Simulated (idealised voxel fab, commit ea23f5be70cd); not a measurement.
process module | voxel transistor to metal
cross-section cut | 190 nm wide | cells 5 nm
A cross-section is a grid of square cells, given in bands from the top down. A band is one or more rows of cells.
Each band's line starts with the height of the band's top and of its bottom, in nm. Then come its materials from left to right, each with its width in nm. One material with "throughout" fills the band from edge to edge. "air" is empty space.
Height 0 is the level under which the wafer as received is all one material. The lowest band goes on downwards, as in "0 down".
A width such as "30 to 40" changes by the same amount from each row of cells to the next, from the band's top row to its bottom row.
"no change" after a step means that no cell of the cross-section changed.
closed voids: empty space of 8 cells or more with no open way to the top, each as width x height at its distance from the left edge, in nm
after a step's settings: what the simulator itself notes on the step
overlay nm, on a step with a mask: how far to the right of its planned place the mask lay; to the left if negative
plan
1 op RECEIVE | material Si
2 op CONFORMAL_DEP | material SiO2 | thk nm 5
3 op CONFORMAL_DEP | material SiN | thk nm 15
4 op MASKED_ETCH | tone cover | mask id ACTIVE | width nm 115 | etch materials SiN | depth nm 15 | overlay nm 0
5 op MASKED_ETCH | tone cover | mask id ACTIVE | width nm 115 | etch materials SiO2 | depth nm 5 | overlay nm 0
6 op MASKED_ETCH | tone cover | mask id ACTIVE | width nm 115 | etch materials Si | depth nm 20 | overlay nm 0
7 op FILL_DEP | material SiO2 | thk nm 5
8 op CMP | height nm 20
9 op SELECTIVE_ETCH | etch materials SiO2 | depth nm 10
10 op STRIP | etch materials SiN
11 op SELECTIVE_ETCH | etch materials SiO2 | depth nm 5
12 op OXIDIZE | depth nm 5
13 op DIRECTIONAL_DEP | material polySi | thk nm 30
14 op DIRECTIONAL_DEP | material SiCN | thk nm 15
15 op DIRECTIONAL_DEP | material aC | thk nm 10
16 op PATTERN | tone cover | mask id GATE | material resist | width nm 25 | thk nm 25 | overlay nm 0
17 op DIRECTIONAL_ETCH | etch materials aC | depth nm 10
18 op STRIP | etch materials resist
19 op DIRECTIONAL_ETCH | etch materials SiCN | depth nm 25
20 op DIRECTIONAL_ETCH | etch materials polySi | depth nm 40
21 op STRIP | etch materials aC
22 op CONFORMAL_DEP | material SiN | thk nm 5
23 op DIRECTIONAL_ETCH | etch materials SiN | depth nm 5
24 op DIRECTIONAL_ETCH | etch materials SiO2 | depth nm 5
25 op DIRECTIONAL_ETCH | etch materials Si | depth nm 5
26 op EPI | material nSi | thk nm 5
27 op FILL_DEP | material SiO2 | thk nm 5
28 op CMP | height nm 30
29 op STRIP | etch materials polySi
30 op SELECTIVE_ETCH | etch materials SiO2 | depth nm 5
31 op CONFORMAL_DEP | material HfO2 | thk nm 5
32 op CONFORMAL_DEP | material TiN | thk nm 5
33 op FILL_DEP | material W | thk nm 5
34 op CMP | height nm 25
35 op DIRECTIONAL_DEP | material SiO2 | thk nm 10
36 op DIRECTIONAL_DEP | material aC | thk nm 15
37 op PATTERN | tone open | mask id CONTACT | material resist | width nm 20 | pitch nm 85 | thk nm 35 | overlay nm 0
38 op DIRECTIONAL_ETCH | etch materials aC | depth nm 15
39 op STRIP | etch materials resist
40 op DIRECTIONAL_ETCH | etch materials SiO2 | depth nm 40
41 op STRIP | etch materials aC
42 op CONFORMAL_DEP | material TiN | thk nm 5
43 op FILL_DEP | material W | thk nm 5
44 op CMP | height nm 35
45 op DIRECTIONAL_DEP | material TiN | thk nm 5
46 op DIRECTIONAL_DEP | material Ru | thk nm 25
47 op PATTERN | tone cover | mask id METAL_1 | material resist | width nm 20 | pitch nm 85 | thk nm 20 | overlay nm 0
48 op DIRECTIONAL_ETCH | etch materials Ru | depth nm 25
49 op DIRECTIONAL_ETCH | etch materials TiN | depth nm 5
50 op STRIP | etch materials resist
51 op FILL_DEP | material lowk | thk nm 5
52 op CMP | height nm 65
53 op CONFORMAL_DEP | material SiCN | thk nm 5
54 op DIRECTIONAL_DEP | material SiO2 | thk nm 30
55 op DIRECTIONAL_DEP | material aC | thk nm 15
56 op PATTERN | tone open | mask id METAL_2 | material resist | width nm 20 | pitch nm 85 | thk nm 30 | overlay nm 0
57 op DIRECTIONAL_ETCH | etch materials aC | depth nm 15
58 op STRIP | etch materials resist
59 op DIRECTIONAL_ETCH | etch materials SiO2 | depth nm 15
60 op STRIP | etch materials aC
61 op DIRECTIONAL_DEP | material aC | thk nm 15
62 op PATTERN | tone open | mask id METAL_2_HOLES | material resist | width nm 15 | pitch nm 85 | thk nm 35 | overlay nm 0
63 op DIRECTIONAL_ETCH | etch materials aC | depth nm 15
64 op STRIP | etch materials resist
65 op DIRECTIONAL_ETCH | etch materials SiO2 | depth nm 15
66 op DIRECTIONAL_ETCH | etch materials SiCN | depth nm 5
67 op STRIP | etch materials aC
68 op CONFORMAL_DEP | material TiN | thk nm 5
69 op FILL_DEP | material Cu | thk nm 5
70 op CMP | height nm 100
71 op CONFORMAL_DEP | material SiCN | thk nm 5
first wafer, as planned
as received, after step 1
  0 down: Si throughout
  closed voids: none
after step 2
  5 to 0: SiO2 throughout
  below 0: unchanged
after step 3
  20 to 5: SiN throughout
  below 5: unchanged
after step 4
  20 to 5: air 35 | SiN 115 | air 40
  below 5: unchanged
after step 5
  20 to 5: air 35 | SiN 115 | air 40
  5 to 0: air 35 | SiO2 115 | air 40
  below 0: unchanged
after step 6
  20 to 5: air 35 | SiN 115 | air 40
  5 to 0: air 35 | SiO2 115 | air 40
  0 to -20: air 35 | Si 115 | air 40
  below -20: unchanged
after step 7
  25 to 20: SiO2 throughout
  20 to 5: SiO2 35 | SiN 115 | SiO2 40
  5 to 0: SiO2 throughout
  0 to -20: SiO2 35 | Si 115 | SiO2 40
  below -20: unchanged
after step 8
  20 to 5: SiO2 35 | SiN 115 | SiO2 40
  below 5: unchanged
after step 9
  20 to 10: air 35 | SiN 115 | air 40
  below 10: unchanged
after step 10
  10 to 5: SiO2 35 | air 115 | SiO2 40
  below 5: unchanged
after step 11
  5 to 0: SiO2 30 | air 125 | SiO2 35
  below 0: unchanged
after step 12
  5 to 0: SiO2 30 | air 125 | SiO2 35
  0 to -5: SiO2 throughout
  below -5: unchanged
after step 13
  35 to 30: polySi 30 | air 125 | polySi 35
  30 to 5: polySi throughout
  5 to 0: SiO2 30 | polySi 125 | SiO2 35
  below 0: unchanged
after step 14
  50 to 45: SiCN 30 | air 125 | SiCN 35
  45 to 35: SiCN throughout
  35 to 30: polySi 30 | SiCN 125 | polySi 35
  below 30: unchanged
after step 15
  60 to 55: aC 30 | air 125 | aC 35
  55 to 50: aC throughout
  50 to 45: SiCN 30 | aC 125 | SiCN 35
  below 45: unchanged
after step 16
  85 to 60: air 80 | resist 25 | air 85
  60 to 55: aC 30 | air 50 | resist 25 | air 50 | aC 35
  below 55: unchanged
after step 17
  75 to 55: air 80 | resist 25 | air 85
  55 to 50: air 80 | aC 25 | air 85
  50 to 45: SiCN 30 | air 50 | aC 25 | air 50 | SiCN 35
  below 45: unchanged
after step 18
  55 to 50: air 80 | aC 25 | air 85
  below 50: unchanged
after step 19
  55 to 45: air 80 | aC 25 | air 85
  45 to 35: air 80 | SiCN 25 | air 85
  35 to 30: polySi 30 | air 50 | SiCN 25 | air 50 | polySi 35
  below 30: unchanged
after step 20
  55 to 45: air 80 | aC 25 | air 85
  45 to 30: air 80 | SiCN 25 | air 85
  30 to 5: air 80 | polySi 25 | air 85
  5 to 0: SiO2 30 | air 50 | polySi 25 | air 50 | SiO2 35
  below 0: unchanged
after step 21
  45 to 30: air 80 | SiCN 25 | air 85
  below 30: unchanged
after step 22
  50 to 45: air 75 | SiN 35 | air 80
  45 to 30: air 75 | SiN 5 | SiCN 25 | SiN 5 | air 80
  30 to 10: air 75 | SiN 5 | polySi 25 | SiN 5 | air 80
  10 to 5: SiN 35 | air 40 | SiN 5 | polySi 25 | SiN 5 | air 40 | SiN 40
  5 to 0: SiO2 30 | SiN 50 | polySi 25 | SiN 50 | SiO2 35
  below 0: unchanged
after step 23
  45 to 30: air 75 | SiN 5 | SiCN 25 | SiN 5 | air 80
  30 to 5: air 75 | SiN 5 | polySi 25 | SiN 5 | air 80
  5 to 0: SiO2 30 | SiN 5 | air 40 | SiN 5 | polySi 25 | SiN 5 | air 40 | SiN 5 | SiO2 35
  below 0: unchanged
after step 24
  45 to 30: air 75 | SiN 5 | SiCN 25 | SiN 5 | air 80
  30 to 5: air 75 | SiN 5 | polySi 25 | SiN 5 | air 80
  5 to 0: air 30 | SiN 5 | air 40 | SiN 5 | polySi 25 | SiN 5 | air 40 | SiN 5 | air 35
  0 to -5: SiO2 35 | air 40 | SiO2 35 | air 40 | SiO2 40
  below -5: unchanged
after step 25
  45 to 30: air 75 | SiN 5 | SiCN 25 | SiN 5 | air 80
  30 to 5: air 75 | SiN 5 | polySi 25 | SiN 5 | air 80
  5 to 0: air 30 | SiN 5 | air 40 | SiN 5 | polySi 25 | SiN 5 | air 40 | SiN 5 | air 35
  0 to -5: SiO2 35 | air 40 | SiO2 35 | air 40 | SiO2 40
  -5 to -10: SiO2 35 | air 40 | Si 35 | air 40 | SiO2 40
  below -10: unchanged
after step 26
  45 to 30: air 75 | SiN 5 | SiCN 25 | SiN 5 | air 80
  30 to 5: air 75 | SiN 5 | polySi 25 | SiN 5 | air 80
  5 to 0: air 30 | SiN 5 | air 40 | SiN 5 | polySi 25 | SiN 5 | air 40 | SiN 5 | air 35
  0 to -5: SiO2 35 | air 35 | nSi 5 | SiO2 35 | nSi 5 | air 35 | SiO2 40
  -5 to -10: SiO2 35 | nSi 40 | Si 35 | nSi 40 | SiO2 40
  below -10: unchanged
after step 27
  50 to 45: SiO2 throughout
  45 to 30: SiO2 75 | SiN 5 | SiCN 25 | SiN 5 | SiO2 80
  30 to 5: SiO2 75 | SiN 5 | polySi 25 | SiN 5 | SiO2 80
  5 to 0: SiO2 30 | SiN 5 | SiO2 40 | SiN 5 | polySi 25 | SiN 5 | SiO2 40 | SiN 5 | SiO2 35
  0 to -5: SiO2 70 | nSi 5 | SiO2 35 | nSi 5 | SiO2 75
  below -5: unchanged
after step 28
  30 to 5: SiO2 75 | SiN 5 | polySi 25 | SiN 5 | SiO2 80
  below 5: unchanged
after step 29
  30 to 5: SiO2 75 | SiN 5 | air 25 | SiN 5 | SiO2 80
  5 to 0: SiO2 30 | SiN 5 | SiO2 40 | SiN 5 | air 25 | SiN 5 | SiO2 40 | SiN 5 | SiO2 35
  below 0: unchanged
after step 30
  30 to 25: air 75 | SiN 5 | air 25 | SiN 5 | air 80
  25 to 5: SiO2 75 | SiN 5 | air 25 | SiN 5 | SiO2 80
  5 to 0: SiO2 30 | SiN 5 | SiO2 40 | SiN 5 | air 25 | SiN 5 | SiO2 40 | SiN 5 | SiO2 35
  0 to -5: SiO2 70 | nSi 5 | air 35 | nSi 5 | SiO2 75
  below -5: unchanged
after step 31
  35 to 30: air 70 | HfO2 15 | air 15 | HfO2 15 | air 75
  30 to 25: HfO2 75 | SiN 5 | HfO2 5 | air 15 | HfO2 5 | SiN 5 | HfO2 80
  25 to 5: SiO2 75 | SiN 5 | HfO2 5 | air 15 | HfO2 5 | SiN 5 | SiO2 80
  5 to 0: SiO2 30 | SiN 5 | SiO2 40 | SiN 5 | HfO2 5 | air 15 | HfO2 5 | SiN 5 | SiO2 40 | SiN 5 | SiO2 35
  0 to -5: SiO2 70 | nSi 5 | HfO2 35 | nSi 5 | SiO2 75
  below -5: unchanged
after step 32
  40 to 35: air 65 | TiN 25 | air 5 | TiN 25 | air 70
  35 to 30: TiN 70 | HfO2 15 | TiN 5 | air 5 | TiN 5 | HfO2 15 | TiN 75
  30 to 25: HfO2 75 | SiN 5 | HfO2 5 | TiN 5 | air 5 | TiN 5 | HfO2 5 | SiN 5 | HfO2 80
  25 to 5: SiO2 75 | SiN 5 | HfO2 5 | TiN 5 | air 5 | TiN 5 | HfO2 5 | SiN 5 | SiO2 80
  5 to 0: SiO2 30 | SiN 5 | SiO2 40 | SiN 5 | HfO2 5 | TiN 15 | HfO2 5 | SiN 5 | SiO2 40 | SiN 5 | SiO2 35
  below 0: unchanged
after step 33
  45 to 40: W throughout
  40 to 35: W 65 | TiN 25 | W 5 | TiN 25 | W 70
  35 to 30: TiN 70 | HfO2 15 | TiN 5 | W 5 | TiN 5 | HfO2 15 | TiN 75
  30 to 25: HfO2 75 | SiN 5 | HfO2 5 | TiN 5 | W 5 | TiN 5 | HfO2 5 | SiN 5 | HfO2 80
  25 to 5: SiO2 75 | SiN 5 | HfO2 5 | TiN 5 | W 5 | TiN 5 | HfO2 5 | SiN 5 | SiO2 80
  below 5: unchanged
after step 34
  25 to 5: SiO2 75 | SiN 5 | HfO2 5 | TiN 5 | W 5 | TiN 5 | HfO2 5 | SiN 5 | SiO2 80
  below 5: unchanged
after step 35
  35 to 25: SiO2 throughout
  below 25: unchanged
after step 36
  50 to 35: aC throughout
  below 35: unchanged
after step 37
  85 to 50: resist 40 | air 20 | resist 65 | air 20 | resist 45
  below 50: unchanged
after step 38
  70 to 50: resist 40 | air 20 | resist 65 | air 20 | resist 45
  50 to 35: aC 40 | air 20 | aC 65 | air 20 | aC 45
  below 35: unchanged
after step 39
  50 to 35: aC 40 | air 20 | aC 65 | air 20 | aC 45
  below 35: unchanged
after step 40
  50 to 35: aC 40 | air 20 | aC 65 | air 20 | aC 45
  35 to 25: SiO2 40 | air 20 | SiO2 65 | air 20 | SiO2 45
  25 to 5: SiO2 40 | air 20 | SiO2 15 | SiN 5 | HfO2 5 | TiN 5 | W 5 | TiN 5 | HfO2 5 | SiN 5 | SiO2 15 | air 20 | SiO2 45
  5 to 0: SiO2 30 | SiN 5 | SiO2 5 | air 20 | SiO2 15 | SiN 5 | HfO2 5 | TiN 15 | HfO2 5 | SiN 5 | SiO2 15 | air 20 | SiO2 5 | SiN 5 | SiO2 35
  0 to -5: SiO2 40 | air 20 | SiO2 10 | nSi 5 | HfO2 35 | nSi 5 | SiO2 10 | air 20 | SiO2 45
  below -5: unchanged
after step 41
  35 to 25: SiO2 40 | air 20 | SiO2 65 | air 20 | SiO2 45
  below 25: unchanged
after step 42
  40 to 35: TiN 45 | air 10 | TiN 75 | air 10 | TiN 50
  35 to 25: SiO2 40 | TiN 5 | air 10 | TiN 5 | SiO2 65 | TiN 5 | air 10 | TiN 5 | SiO2 45
  25 to 5: SiO2 40 | TiN 5 | air 10 | TiN 5 | SiO2 15 | SiN 5 | HfO2 5 | TiN 5 | W 5 | TiN 5 | HfO2 5 | SiN 5 | SiO2 15 | TiN 5 | air 10 | TiN 5 | SiO2 45
  5 to 0: SiO2 30 | SiN 5 | SiO2 5 | TiN 5 | air 10 | TiN 5 | SiO2 15 | SiN 5 | HfO2 5 | TiN 15 | HfO2 5 | SiN 5 | SiO2 15 | TiN 5 | air 10 | TiN 5 | SiO2 5 | SiN 5 | SiO2 35
  0 to -5: SiO2 40 | TiN 20 | SiO2 10 | nSi 5 | HfO2 35 | nSi 5 | SiO2 10 | TiN 20 | SiO2 45
  below -5: unchanged
after step 43
  45 to 40: W throughout
  40 to 35: TiN 45 | W 10 | TiN 75 | W 10 | TiN 50
  35 to 25: SiO2 40 | TiN 5 | W 10 | TiN 5 | SiO2 65 | TiN 5 | W 10 | TiN 5 | SiO2 45
  25 to 5: SiO2 40 | TiN 5 | W 10 | TiN 5 | SiO2 15 | SiN 5 | HfO2 5 | TiN 5 | W 5 | TiN 5 | HfO2 5 | SiN 5 | SiO2 15 | TiN 5 | W 10 | TiN 5 | SiO2 45
  5 to 0: SiO2 30 | SiN 5 | SiO2 5 | TiN 5 | W 10 | TiN 5 | SiO2 15 | SiN 5 | HfO2 5 | TiN 15 | HfO2 5 | SiN 5 | SiO2 15 | TiN 5 | W 10 | TiN 5 | SiO2 5 | SiN 5 | SiO2 35
  below 0: unchanged
after step 44
  35 to 25: SiO2 40 | TiN 5 | W 10 | TiN 5 | SiO2 65 | TiN 5 | W 10 | TiN 5 | SiO2 45
  below 25: unchanged
after step 45
  40 to 35: TiN throughout
  below 35: unchanged
after step 46
  65 to 40: Ru throughout
  below 40: unchanged
after step 47
  85 to 65: air 40 | resist 20 | air 65 | resist 20 | air 45
  below 65: unchanged
after step 48
  85 to 65: air 40 | resist 20 | air 65 | resist 20 | air 45
  65 to 40: air 40 | Ru 20 | air 65 | Ru 20 | air 45
  below 40: unchanged
after step 49
  85 to 65: air 40 | resist 20 | air 65 | resist 20 | air 45
  65 to 40: air 40 | Ru 20 | air 65 | Ru 20 | air 45
  40 to 35: air 40 | TiN 20 | air 65 | TiN 20 | air 45
  below 35: unchanged
after step 50
  65 to 40: air 40 | Ru 20 | air 65 | Ru 20 | air 45
  below 40: unchanged
after step 51
  70 to 65: lowk throughout
  65 to 40: lowk 40 | Ru 20 | lowk 65 | Ru 20 | lowk 45
  40 to 35: lowk 40 | TiN 20 | lowk 65 | TiN 20 | lowk 45
  below 35: unchanged
after step 52
  65 to 40: lowk 40 | Ru 20 | lowk 65 | Ru 20 | lowk 45
  below 40: unchanged
after step 53
  70 to 65: SiCN throughout
  below 65: unchanged
after step 54
  100 to 70: SiO2 throughout
  below 70: unchanged
after step 55
  115 to 100: aC throughout
  below 100: unchanged
after step 56
  145 to 115: resist 40 | air 20 | resist 65 | air 20 | resist 45
  below 115: unchanged
after step 57
  130 to 115: resist 40 | air 20 | resist 65 | air 20 | resist 45
  115 to 100: aC 40 | air 20 | aC 65 | air 20 | aC 45
  below 100: unchanged
after step 58
  115 to 100: aC 40 | air 20 | aC 65 | air 20 | aC 45
  below 100: unchanged
after step 59
  115 to 100: aC 40 | air 20 | aC 65 | air 20 | aC 45
  100 to 85: SiO2 40 | air 20 | SiO2 65 | air 20 | SiO2 45
  below 85: unchanged
after step 60
  100 to 85: SiO2 40 | air 20 | SiO2 65 | air 20 | SiO2 45
  below 85: unchanged
after step 61
  115 to 100: aC 40 | air 20 | aC 65 | air 20 | aC 45
  100 to 85: SiO2 40 | aC 20 | SiO2 65 | aC 20 | SiO2 45
  below 85: unchanged
after step 62
  150 to 115: resist 40 | air 15 | resist 70 | air 15 | resist 50
  115 to 100: aC 40 | air 15 | resist 5 | aC 65 | air 15 | resist 5 | aC 45
  below 100: unchanged
after step 63
  135 to 115: resist 40 | air 15 | resist 70 | air 15 | resist 50
  115 to 100: aC 40 | air 15 | resist 5 | aC 65 | air 15 | resist 5 | aC 45
  100 to 85: SiO2 40 | air 15 | aC 5 | SiO2 65 | air 15 | aC 5 | SiO2 45
  below 85: unchanged
after step 64
  115 to 100: aC 40 | air 20 | aC 65 | air 20 | aC 45
  below 100: unchanged
after step 65
  115 to 100: aC 40 | air 20 | aC 65 | air 20 | aC 45
  100 to 85: SiO2 40 | air 15 | aC 5 | SiO2 65 | air 15 | aC 5 | SiO2 45
  85 to 70: SiO2 40 | air 15 | SiO2 70 | air 15 | SiO2 50
  below 70: unchanged
after step 66
  115 to 100: aC 40 | air 20 | aC 65 | air 20 | aC 45
  100 to 85: SiO2 40 | air 15 | aC 5 | SiO2 65 | air 15 | aC 5 | SiO2 45
  85 to 70: SiO2 40 | air 15 | SiO2 70 | air 15 | SiO2 50
  70 to 65: SiCN 40 | air 15 | SiCN 70 | air 15 | SiCN 50
  below 65: unchanged
after step 67
  100 to 85: SiO2 40 | air 20 | SiO2 65 | air 20 | SiO2 45
  below 85: unchanged
after step 68
  105 to 100: TiN 45 | air 10 | TiN 75 | air 10 | TiN 50
  100 to 90: SiO2 40 | TiN 5 | air 10 | TiN 5 | SiO2 65 | TiN 5 | air 10 | TiN 5 | SiO2 45
  90 to 85: SiO2 40 | TiN 5 | air 5 | TiN 10 | SiO2 65 | TiN 5 | air 5 | TiN 10 | SiO2 45
  85 to 70: SiO2 40 | TiN 5 | air 5 | TiN 5 | SiO2 70 | TiN 5 | air 5 | TiN 5 | SiO2 50
  70 to 65: SiCN 40 | TiN 15 | SiCN 70 | TiN 15 | SiCN 50
  below 65: unchanged
after step 69
  110 to 105: Cu throughout
  105 to 100: TiN 45 | Cu 10 | TiN 75 | Cu 10 | TiN 50
  100 to 90: SiO2 40 | TiN 5 | Cu 10 | TiN 5 | SiO2 65 | TiN 5 | Cu 10 | TiN 5 | SiO2 45
  90 to 85: SiO2 40 | TiN 5 | Cu 5 | TiN 10 | SiO2 65 | TiN 5 | Cu 5 | TiN 10 | SiO2 45
  85 to 70: SiO2 40 | TiN 5 | Cu 5 | TiN 5 | SiO2 70 | TiN 5 | Cu 5 | TiN 5 | SiO2 50
  below 70: unchanged
after step 70
  100 to 90: SiO2 40 | TiN 5 | Cu 10 | TiN 5 | SiO2 65 | TiN 5 | Cu 10 | TiN 5 | SiO2 45
  below 90: unchanged
after step 71
  105 to 100: SiCN throughout
  below 100: unchanged
second wafer: like start, like plan, one mistake. Through step 60 it matches the first wafer
when step 61 should have ended
  115 to 100: SiN 40 | air 20 | SiN 65 | air 20 | SiN 45
  100 to 85: SiO2 40 | SiN 20 | SiO2 65 | SiN 20 | SiO2 45
  below 85: unchanged
when step 62 should have ended
  150 to 115: resist 40 | air 15 | resist 70 | air 15 | resist 50
  115 to 100: SiN 40 | air 15 | resist 5 | SiN 65 | air 15 | resist 5 | SiN 45
  below 100: unchanged
when step 63 should have ended
  135 to 115: resist 40 | air 15 | resist 70 | air 15 | resist 50
  below 115: unchanged
when step 64 should have ended
  115 to 100: SiN 40 | air 20 | SiN 65 | air 20 | SiN 45
  below 100: unchanged
when step 65 should have ended: no change
when step 66 should have ended: no change
when step 67 should have ended: no change
when step 68 should have ended
  120 to 115: TiN 45 | air 10 | TiN 75 | air 10 | TiN 50
  115 to 105: SiN 40 | TiN 5 | air 10 | TiN 5 | SiN 65 | TiN 5 | air 10 | TiN 5 | SiN 45
  105 to 100: SiN 40 | TiN 20 | SiN 65 | TiN 20 | SiN 45
  below 100: unchanged
when step 69 should have ended
  125 to 120: Cu throughout
  120 to 115: TiN 45 | Cu 10 | TiN 75 | Cu 10 | TiN 50
  115 to 105: SiN 40 | TiN 5 | Cu 10 | TiN 5 | SiN 65 | TiN 5 | Cu 10 | TiN 5 | SiN 45
  below 105: unchanged
when step 70 should have ended
  100 to 85: SiO2 40 | SiN 20 | SiO2 65 | SiN 20 | SiO2 45
  below 85: unchanged
when step 71 should have ended
  105 to 100: SiCN throughout
  below 100: unchanged
what went wrong: step 61 ran as: op DIRECTIONAL_DEP | material SiN | thk nm 15
at the end the second wafer has, in cells: 16 fewer of Cu | 6 more of SiCN | 24 more of SiN | 18 more of SiO2 | 32 fewer of TiN
